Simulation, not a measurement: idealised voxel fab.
The name of this process module is voxel gate over fins.
The cross-section on display is named cut; it measures 230 nm wide, and its cells are 5 nm squares.
In this document a cross-section is written as a grid of square cells. It is given as a series of bands, listed from the top down, and a band is one or more rows of cells.
It is stipulated that each band's entry specify, in nanometres, the height of the top of the band and then that of its bottom, followed by the materials of the band in left-to-right sequence, each together with its width in nanometres. A single material marked by the word "edge to edge" is understood to fill the band from edge to edge; the word "blank" is understood to denote empty space.
Below 0: as-received wafer, all one material; heights counted from there. Lowest band: no bottom, goes on down, written "z 0 and below".
Think of "30 to 40" as a width that walks from the first number to the second as you go down the band, top row to bottom row, taking equal-sized steps from row to row.
Any step labelled "everything unchanged" changed none of the cells in the cross-section.
The entry "Enclosed internal voids" lists the empty spaces that cover at least 8 cells and have no open path to the top. Each is written as width x height at distance, where the distance is measured from the left edge and all three values are in nm.
Formally, on a step line, whatever follows the settings is a remark that the simulator itself makes on the step.
overlay nm: for a step with a mask, the amount by which the mask lay right of where it was planned; a negative amount means left of it.
## plan
1,op RECEIVE | material Si
2,op CONFORMAL_DEP | material SiN | thk nm 5
3,op DIRECTIONAL_DEP | material aC | thk nm 10
4,op PATTERN | tone cover | mask id FINS | material resist | width nm 15 | pitch nm 45 | thk nm 25 | overlay nm 0
5,op DIRECTIONAL_ETCH | etch materials aC | depth nm 10
6,op STRIP | etch materials resist
7,op DIRECTIONAL_ETCH | etch materials SiN | depth nm 5
8,op DIRECTIONAL_ETCH | etch materials Si | depth nm 35
9,op STRIP | etch materials aC
10,op OXIDIZE | depth nm 5
11,op FILL_DEP | material SiO2 | thk nm 15
12,op CMP | height nm 5
13,op SELECTIVE_ETCH | etch materials SiO2 | depth nm 20
14,op STRIP | etch materials SiN
15,op CONFORMAL_DEP | material HfO2 | thk nm 5
16,op CONFORMAL_DEP | material TiN | thk nm 5
17,op FILL_DEP | material W | thk nm 15
18,op CMP | height nm 20
19,op CONFORMAL_DEP | material SiN | thk nm 5
Heads up: all these wafers start the same, and what changes between them is the width nm in step 4. The value you see in the plan is just what the first wafer got.
## Incoming state of the first of several wafers in cross-section: after step 1
z 0 and below | Si edge to edge
Enclosed internal voids: none
## The table below has one row for each wafer; a row shows, as of the end of the module, how many cells of each material the wafer has gained, marked (+), or lost, marked (-), since it was received, and then the wafer's closed voids
width nm 15, +64 HfO2, -344 Si, +46 SiN, +215 SiO2, +64 TiN, +185 W, Enclosed internal voids: none
width nm 20, +64 HfO2, -320 Si, +46 SiN, +200 SiO2, +64 TiN, +176 W, Enclosed internal voids: none
width nm 25, +64 HfO2, -296 Si, +46 SiN, +185 SiO2, +64 TiN, +167 W, Enclosed internal voids: none
width nm 30, +64 HfO2, -272 Si, +46 SiN, +170 SiO2, +64 TiN, +158 W, Enclosed internal voids: none
